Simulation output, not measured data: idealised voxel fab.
The process module that follows is named voxel plated lines.
FYI the section here is cut, 145 nm wide, cells are 5 nm squares.
Cross-section spec: square-cell grid; bands listed top down; each band is one or more rows.
Per band: top height and bottom height in nm, followed by the left-to-right materials and their widths in nm; "full width" marks a single material spanning edge to edge, "empty" marks empty space.
Heights are measured from 0, the level below which the as-received wafer is all one material; the lowest band has no bottom and continues downward, written as in "top 0, no bottom".
It should be noted that a width expressed as "30->40" varies in equal increments from row to row of cells within the band, taking the value of the first number at the top row and that of the second number at the bottom row.
"everything unchanged", as given for a step, is the statement that not any cell of the cross-section underwent a change during that step.
So "Enclosed void listing" is basically the list of trapped voids: any empty space of 8 cells or more that can't reach the top through an opening. They're written width x height at distance, the distance being from the left edge, and it's all nm.
Post-settings text on a step line: simulator's own remark regarding the step.
overlay nm: for a step with a mask, the amount by which the mask lay right of where it was planned; a negative amount means left of it.
**Set out below are the planned steps of the process**
step 1: RECEIVE,material Si
step 2: CONFORMAL_DEP,material Al2O3,thk nm 10
step 3: DIRECTIONAL_DEP,material TiN,thk nm 5
step 4: PATTERN,tone open,mask id LINES,material resist,width nm 30,pitch nm 45,thk nm 20,overlay nm 0
step 5: EPI,material Ru,thk nm 5
step 6: STRIP,etch materials resist
step 7: DIRECTIONAL_ETCH,etch materials TiN,depth nm 5
step 8: CONFORMAL_DEP,material SiO2,thk nm 5
**Incoming wafer, cross-sectional view, post step 1**
	top 0, no bottom = Si full width
	Enclosed void listing: none
**What the wafer looks like in cross-section after this module, when it starts as shown above and follows the plan above but one mistake is made in running it**
	top 25, bottom 20 = empty 35  SiO2 30  empty 15  SiO2 30  empty 35
	top 20, bottom 15 = empty 35  SiO2 5  Ru 20  SiO2 5  empty 15  SiO2 5  Ru 20  SiO2 5  empty 35
	top 15, bottom 10 = SiO2 40  TiN 20  SiO2 25  TiN 20  SiO2 40
	top 10, bottom 0 = Al2O3 full width
	top 0, no bottom = Si full width
	Enclosed void listing: none
Against the plan, the run slipped here: not per plan at step 4, really ran PATTERN,tone open,mask id LINES,material resist,width nm 20,pitch nm 45,thk nm 20,overlay nm 0
